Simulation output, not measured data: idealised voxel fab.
This is a process module. Its name is voxel self aligned vias.
This is section cut - it's 225 nm across, gridded in 5 nm square cells.
Just so we're on the same page, the cross-sections are grids of square cells, and they're listed out in bands top to bottom, each band one or more rows deep. Top height, bottom height, nm. Materials left to right, width each, nm. Single material + "everywhere" = fills band edge to edge. "empty" = empty. Height is counted from the level 0, under which the received wafer is composed throughout of one material. The lowest of the bands is not closed at the bottom but continues downward, in the notation "top 0, no bottom". The two numbers in a width such as "30->40" mark its ends across the band: the first belongs to the top row of cells, the second to the bottom row, and from each row to the next the width moves by the same amount. When a step is marked "no alteration", none of the cells in the cross-section changed during that step. Closed empty spaces (no open way to the top) of 8 cells or more are what "Encapsulated voids" lists, each as width x height at distance from the left edge, nm for all three. Text after the settings on a step's line: the simulator's own remark on that step. On any step carrying a mask, the "overlay nm" setting, if present on the step's line, tells how far right of its planned place the mask lay; negative values point to the left.
-- plan
1. RECEIVE (material Si)
2. CONFORMAL_DEP (material SiO2; thk nm 15)
3. CONFORMAL_DEP (material SiCN; thk nm 5)
4. DIRECTIONAL_DEP (material SiO2; thk nm 20)
5. PATTERN (tone open; mask id LINES; material resist; width nm 20; pitch nm 50; thk nm 20; overlay nm 0)
6. DIRECTIONAL_ETCH (etch materials SiO2; depth nm 20)
7. STRIP (etch materials resist)
8. CONFORMAL_DEP (material TiN; thk nm 5)
9. FILL_DEP (material Ru; thk nm 5)
10. CMP (height nm 40)
11. SELECTIVE_ETCH (etch materials W Ru TiN; depth nm 5)
12. FILL_DEP (material SiN; thk nm 5)
13. CMP (height nm 40)
14. DIRECTIONAL_DEP (material SiO2; thk nm 15)
15. DIRECTIONAL_DEP (material aC; thk nm 10)
16. PATTERN (tone open; mask id VIAS; material resist; width nm 30; pitch nm 50; thk nm 25; overlay nm 0)
17. DIRECTIONAL_ETCH (etch materials aC; depth nm 10)
18. STRIP (etch materials resist)
19. DIRECTIONAL_ETCH (etch materials SiO2; depth nm 15)
20. DIRECTIONAL_ETCH (etch materials SiN; depth nm 5)
21. STRIP (etch materials aC)
22. CONFORMAL_DEP (material TiN; thk nm 5)
23. FILL_DEP (material Ru; thk nm 5)
24. CMP (height nm 55)
25. CONFORMAL_DEP (material SiN; thk nm 5)
-- First wafer of two (run as planned)
-- Incoming wafer, cross-sectional view, post step 1
top 0, no bottom = Si everywhere
Encapsulated voids: none
-- Once step 2 is through, the wafer looks like this in cross-section
top 15, bottom 0 = SiO2 everywhere
All layers under 0 are left as they were.
-- Once step 3 is through, the wafer looks like this in cross-section
top 20, bottom 15 = SiCN everywhere
All layers under 15 are left as they were.
-- Once step 4 is through, the wafer looks like this in cross-section
top 40, bottom 20 = SiO2 everywhere
All layers under 20 are left as they were.
-- Once step 5 is through, the wafer looks like this in cross-section
top 60, bottom 40 = 50 of resist; 20 of empty; 30 of resist; 20 of empty; 30 of resist; 20 of empty; 55 of resist
All layers under 40 are left as they were.
-- Once step 6 is through, the wafer looks like this in cross-section
top 60, bottom 40 = 50 of resist; 20 of empty; 30 of resist; 20 of empty; 30 of resist; 20 of empty; 55 of resist
top 40, bottom 20 = 50 of SiO2; 20 of empty; 30 of SiO2; 20 of empty; 30 of SiO2; 20 of empty; 55 of SiO2
All layers under 20 are left as they were.
-- Once step 7 is through, the wafer looks like this in cross-section
top 40, bottom 20 = 50 of SiO2; 20 of empty; 30 of SiO2; 20 of empty; 30 of SiO2; 20 of empty; 55 of SiO2
All layers under 20 are left as they were.
-- Once step 8 is through, the wafer looks like this in cross-section
top 45, bottom 40 = 55 of TiN; 10 of empty; 40 of TiN; 10 of empty; 40 of TiN; 10 of empty; 60 of TiN
top 40, bottom 25 = 50 of SiO2; 5 of TiN; 10 of empty; 5 of TiN; 30 of SiO2; 5 of TiN; 10 of empty; 5 of TiN; 30 of SiO2; 5 of TiN; 10 of empty; 5 of TiN; 55 of SiO2
top 25, bottom 20 = 50 of SiO2; 20 of TiN; 30 of SiO2; 20 of TiN; 30 of SiO2; 20 of TiN; 55 of SiO2
All layers under 20 are left as they were.
-- Once step 9 is through, the wafer looks like this in cross-section
top 50, bottom 45 = Ru everywhere
top 45, bottom 40 = 55 of TiN; 10 of Ru; 40 of TiN; 10 of Ru; 40 of TiN; 10 of Ru; 60 of TiN
top 40, bottom 25 = 50 of SiO2; 5 of TiN; 10 of Ru; 5 of TiN; 30 of SiO2; 5 of TiN; 10 of Ru; 5 of TiN; 30 of SiO2; 5 of TiN; 10 of Ru; 5 of TiN; 55 of SiO2
All layers under 25 are left as they were.
-- Once step 10 is through, the wafer looks like this in cross-section
top 40, bottom 25 = 50 of SiO2; 5 of TiN; 10 of Ru; 5 of TiN; 30 of SiO2; 5 of TiN; 10 of Ru; 5 of TiN; 30 of SiO2; 5 of TiN; 10 of Ru; 5 of TiN; 55 of SiO2
All layers under 25 are left as they were.
-- Once step 11 is through, the wafer looks like this in cross-section
top 40, bottom 35 = 50 of SiO2; 20 of empty; 30 of SiO2; 20 of empty; 30 of SiO2; 20 of empty; 55 of SiO2
All layers under 35 are left as they were.
-- Once step 12 is through, the wafer looks like this in cross-section
top 45, bottom 40 = SiN everywhere
top 40, bottom 35 = 50 of SiO2; 20 of SiN; 30 of SiO2; 20 of SiN; 30 of SiO2; 20 of SiN; 55 of SiO2
All layers under 35 are left as they were.
-- Once step 13 is through, the wafer looks like this in cross-section
top 40, bottom 35 = 50 of SiO2; 20 of SiN; 30 of SiO2; 20 of SiN; 30 of SiO2; 20 of SiN; 55 of SiO2
All layers under 35 are left as they were.
-- Once step 14 is through, the wafer looks like this in cross-section
top 55, bottom 40 = SiO2 everywhere
All layers under 40 are left as they were.
-- Once step 15 is through, the wafer looks like this in cross-section
top 65, bottom 55 = aC everywhere
All layers under 55 are left as they were.
-- Once step 16 is through, the wafer looks like this in cross-section
top 90, bottom 65 = 45 of resist; 30 of empty; 20 of resist; 30 of empty; 20 of resist; 30 of empty; 50 of resist
All layers under 65 are left as they were.
-- Once step 17 is through, the wafer looks like this in cross-section
top 80, bottom 65 = 45 of resist; 30 of empty; 20 of resist; 30 of empty; 20 of resist; 30 of empty; 50 of resist
top 65, bottom 55 = 45 of aC; 30 of empty; 20 of aC; 30 of empty; 20 of aC; 30 of empty; 50 of aC
All layers under 55 are left as they were.
-- Once step 18 is through, the wafer looks like this in cross-section
top 65, bottom 55 = 45 of aC; 30 of empty; 20 of aC; 30 of empty; 20 of aC; 30 of empty; 50 of aC
All layers under 55 are left as they were.
-- Once step 19 is through, the wafer looks like this in cross-section
top 65, bottom 55 = 45 of aC; 30 of empty; 20 of aC; 30 of empty; 20 of aC; 30 of empty; 50 of aC
top 55, bottom 40 = 45 of SiO2; 30 of empty; 20 of SiO2; 30 of empty; 20 of SiO2; 30 of empty; 50 of SiO2
All layers under 40 are left as they were.
-- Once step 20 is through, the wafer looks like this in cross-section
top 65, bottom 55 = 45 of aC; 30 of empty; 20 of aC; 30 of empty; 20 of aC; 30 of empty; 50 of aC
top 55, bottom 40 = 45 of SiO2; 30 of empty; 20 of SiO2; 30 of empty; 20 of SiO2; 30 of empty; 50 of SiO2
top 40, bottom 35 = 50 of SiO2; 20 of empty; 30 of SiO2; 20 of empty; 30 of SiO2; 20 of empty; 55 of SiO2
All layers under 35 are left as they were.
-- Once step 21 is through, the wafer looks like this in cross-section
top 55, bottom 40 = 45 of SiO2; 30 of empty; 20 of SiO2; 30 of empty; 20 of SiO2; 30 of empty; 50 of SiO2
All layers under 40 are left as they were.
-- Once step 22 is through, the wafer looks like this in cross-section
top 60, bottom 55 = 50 of TiN; 20 of empty; 30 of TiN; 20 of empty; 30 of TiN; 20 of empty; 55 of TiN
top 55, bottom 45 = 45 of SiO2; 5 of TiN; 20 of empty; 5 of TiN; 20 of SiO2; 5 of TiN; 20 of empty; 5 of TiN; 20 of SiO2; 5 of TiN; 20 of empty; 5 of TiN; 50 of SiO2
top 45, bottom 40 = 45 of SiO2; 10 of TiN; 10 of empty; 10 of TiN; 20 of SiO2; 10 of TiN; 10 of empty; 10 of TiN; 20 of SiO2; 10 of TiN; 10 of empty; 10 of TiN; 50 of SiO2
top 40, bottom 35 = 50 of SiO2; 20 of TiN; 30 of SiO2; 20 of TiN; 30 of SiO2; 20 of TiN; 55 of SiO2
All layers under 35 are left as they were.
-- Once step 23 is through, the wafer looks like this in cross-section
top 65, bottom 60 = Ru everywhere
top 60, bottom 55 = 50 of TiN; 20 of Ru; 30 of TiN; 20 of Ru; 30 of TiN; 20 of Ru; 55 of TiN
top 55, bottom 45 = 45 of SiO2; 5 of TiN; 20 of Ru; 5 of TiN; 20 of SiO2; 5 of TiN; 20 of Ru; 5 of TiN; 20 of SiO2; 5 of TiN; 20 of Ru; 5 of TiN; 50 of SiO2
top 45, bottom 40 = 45 of SiO2; 10 of TiN; 10 of Ru; 10 of TiN; 20 of SiO2; 10 of TiN; 10 of Ru; 10 of TiN; 20 of SiO2; 10 of TiN; 10 of Ru; 10 of TiN; 50 of SiO2
All layers under 40 are left as they were.
-- Once step 24 is through, the wafer looks like this in cross-section
top 55, bottom 45 = 45 of SiO2; 5 of TiN; 20 of Ru; 5 of TiN; 20 of SiO2; 5 of TiN; 20 of Ru; 5 of TiN; 20 of SiO2; 5 of TiN; 20 of Ru; 5 of TiN; 50 of SiO2
All layers under 45 are left as they were.
-- Once step 25 is through, the wafer looks like this in cross-section
top 60, bottom 55 = SiN everywhere
All layers under 55 are left as they were.
-- Wafer two. Identical start, identical plan. One mistake in execution. Identical history through step 4
-- Cross-section of the second wafer when, according to plan, step 5 should have finished
top 60, bottom 40 = 50 of empty; 20 of resist; 30 of empty; 20 of resist; 30 of empty; 20 of resist; 55 of empty
All layers under 40 are left as they were.
-- Cross-section of the second wafer when, according to plan, step 6 should have finished
top 60, bottom 40 = 50 of empty; 20 of resist; 30 of empty; 20 of resist; 30 of empty; 20 of resist; 55 of empty
top 40, bottom 20 = 50 of empty; 20 of SiO2; 30 of empty; 20 of SiO2; 30 of empty; 20 of SiO2; 55 of empty
All layers under 20 are left as they were.
-- Cross-section of the second wafer when, according to plan, step 7 should have finished
top 40, bottom 20 = 50 of empty; 20 of SiO2; 30 of empty; 20 of SiO2; 30 of empty; 20 of SiO2; 55 of empty
All layers under 20 are left as they were.
-- Cross-section of the second wafer when, according to plan, step 8 should have finished
top 45, bottom 40 = 45 of empty; 30 of TiN; 20 of empty; 30 of TiN; 20 of empty; 30 of TiN; 50 of empty
top 40, bottom 25 = 45 of empty; 5 of TiN; 20 of SiO2; 5 of TiN; 20 of empty; 5 of TiN; 20 of SiO2; 5 of TiN; 20 of empty; 5 of TiN; 20 of SiO2; 5 of TiN; 50 of empty
top 25, bottom 20 = 50 of TiN; 20 of SiO2; 30 of TiN; 20 of SiO2; 30 of TiN; 20 of SiO2; 55 of TiN
All layers under 20 are left as they were.
-- Cross-section of the second wafer when, according to plan, step 9 should have finished
top 50, bottom 45 = Ru everywhere
top 45, bottom 40 = 45 of Ru; 30 of TiN; 20 of Ru; 30 of TiN; 20 of Ru; 30 of TiN; 50 of Ru
top 40, bottom 25 = 45 of Ru; 5 of TiN; 20 of SiO2; 5 of TiN; 20 of Ru; 5 of TiN; 20 of SiO2; 5 of TiN; 20 of Ru; 5 of TiN; 20 of SiO2; 5 of TiN; 50 of Ru
All layers under 25 are left as they were.
-- Cross-section of the second wafer when, according to plan, step 10 should have finished
top 40, bottom 25 = 45 of Ru; 5 of TiN; 20 of SiO2; 5 of TiN; 20 of Ru; 5 of TiN; 20 of SiO2; 5 of TiN; 20 of Ru; 5 of TiN; 20 of SiO2; 5 of TiN; 50 of Ru
All layers under 25 are left as they were.
-- Cross-section of the second wafer when, according to plan, step 11 should have finished
top 40, bottom 35 = 50 of empty; 20 of SiO2; 30 of empty; 20 of SiO2; 30 of empty; 20 of SiO2; 55 of empty
All layers under 35 are left as they were.
-- Cross-section of the second wafer when, according to plan, step 12 should have finished
top 45, bottom 40 = SiN everywhere
top 40, bottom 35 = 50 of SiN; 20 of SiO2; 30 of SiN; 20 of SiO2; 30 of SiN; 20 of SiO2; 55 of SiN
All layers under 35 are left as they were.
-- Cross-section of the second wafer when, according to plan, step 13 should have finished
top 40, bottom 35 = 50 of SiN; 20 of SiO2; 30 of SiN; 20 of SiO2; 30 of SiN; 20 of SiO2; 55 of SiN
All layers under 35 are left as they were.
-- Cross-section of the second wafer when, according to plan, step 14 should have finished
top 55, bottom 40 = SiO2 everywhere
All layers under 40 are left as they were.
-- Cross-section of the second wafer when, according to plan, step 15 should have finished
top 65, bottom 55 = aC everywhere
All layers under 55 are left as they were.
-- Cross-section of the second wafer when, according to plan, step 16 should have finished
top 90, bottom 65 = 45 of resist; 30 of empty; 20 of resist; 30 of empty; 20 of resist; 30 of empty; 50 of resist
All layers under 65 are left as they were.
-- Cross-section of the second wafer when, according to plan, step 17 should have finished
top 80, bottom 65 = 45 of resist; 30 of empty; 20 of resist; 30 of empty; 20 of resist; 30 of empty; 50 of resist
top 65, bottom 55 = 45 of aC; 30 of empty; 20 of aC; 30 of empty; 20 of aC; 30 of empty; 50 of aC
All layers under 55 are left as they were.
-- Cross-section of the second wafer when, according to plan, step 18 should have finished
top 65, bottom 55 = 45 of aC; 30 of empty; 20 of aC; 30 of empty; 20 of aC; 30 of empty; 50 of aC
All layers under 55 are left as they were.
-- Cross-section of the second wafer when, according to plan, step 19 should have finished
top 65, bottom 55 = 45 of aC; 30 of empty; 20 of aC; 30 of empty; 20 of aC; 30 of empty; 50 of aC
top 55, bottom 40 = 45 of SiO2; 30 of empty; 20 of SiO2; 30 of empty; 20 of SiO2; 30 of empty; 50 of SiO2
All layers under 40 are left as they were.
-- Cross-section of the second wafer when, according to plan, step 20 should have finished
top 65, bottom 55 = 45 of aC; 30 of empty; 20 of aC; 30 of empty; 20 of aC; 30 of empty; 50 of aC
top 55, bottom 40 = 45 of SiO2; 30 of empty; 20 of SiO2; 30 of empty; 20 of SiO2; 30 of empty; 50 of SiO2
top 40, bottom 35 = 45 of SiN; 5 of empty; 20 of SiO2; 5 of empty; 20 of SiN; 5 of empty; 20 of SiO2; 5 of empty; 20 of SiN; 5 of empty; 20 of SiO2; 5 of empty; 50 of SiN
All layers under 35 are left as they were.
-- Cross-section of the second wafer when, according to plan, step 21 should have finished
top 55, bottom 40 = 45 of SiO2; 30 of empty; 20 of SiO2; 30 of empty; 20 of SiO2; 30 of empty; 50 of SiO2
All layers under 40 are left as they were.
-- Cross-section of the second wafer when, according to plan, step 22 should have finished
top 60, bottom 55 = 50 of TiN; 20 of empty; 30 of TiN; 20 of empty; 30 of TiN; 20 of empty; 55 of TiN
top 55, bottom 45 = 45 of SiO2; 5 of TiN; 20 of empty; 5 of TiN; 20 of SiO2; 5 of TiN; 20 of empty; 5 of TiN; 20 of SiO2; 5 of TiN; 20 of empty; 5 of TiN; 50 of SiO2
top 45, bottom 40 = 45 of SiO2; 30 of TiN; 20 of SiO2; 30 of TiN; 20 of SiO2; 30 of TiN; 50 of SiO2
top 40, bottom 35 = 45 of SiN; 5 of TiN; 20 of SiO2; 5 of TiN; 20 of SiN; 5 of TiN; 20 of SiO2; 5 of TiN; 20 of SiN; 5 of TiN; 20 of SiO2; 5 of TiN; 50 of SiN
All layers under 35 are left as they were.
-- Cross-section of the second wafer when, according to plan, step 23 should have finished
top 65, bottom 60 = Ru everywhere
top 60, bottom 55 = 50 of TiN; 20 of Ru; 30 of TiN; 20 of Ru; 30 of TiN; 20 of Ru; 55 of TiN
top 55, bottom 45 = 45 of SiO2; 5 of TiN; 20 of Ru; 5 of TiN; 20 of SiO2; 5 of TiN; 20 of Ru; 5 of TiN; 20 of SiO2; 5 of TiN; 20 of Ru; 5 of TiN; 50 of SiO2
All layers under 45 are left as they were.
-- Cross-section of the second wafer when, according to plan, step 24 should have finished
top 55, bottom 45 = 45 of SiO2; 5 of TiN; 20 of Ru; 5 of TiN; 20 of SiO2; 5 of TiN; 20 of Ru; 5 of TiN; 20 of SiO2; 5 of TiN; 20 of Ru; 5 of TiN; 50 of SiO2
All layers under 45 are left as they were.
-- Cross-section of the second wafer when, according to plan, step 25 should have finished
top 60, bottom 55 = SiN everywhere
All layers under 55 are left as they were.
Run error: note that step 5 departed from the planned setting and was carried out as PATTERN (tone cover; mask id LINES; material resist; width nm 20; pitch nm 50; thk nm 20; overlay nm 0)
The closing comparison, in cells, has the second wafer with more or fewer of some materials than the first: +36 Ru | +27 SiN | -84 SiO2 | +21 TiN
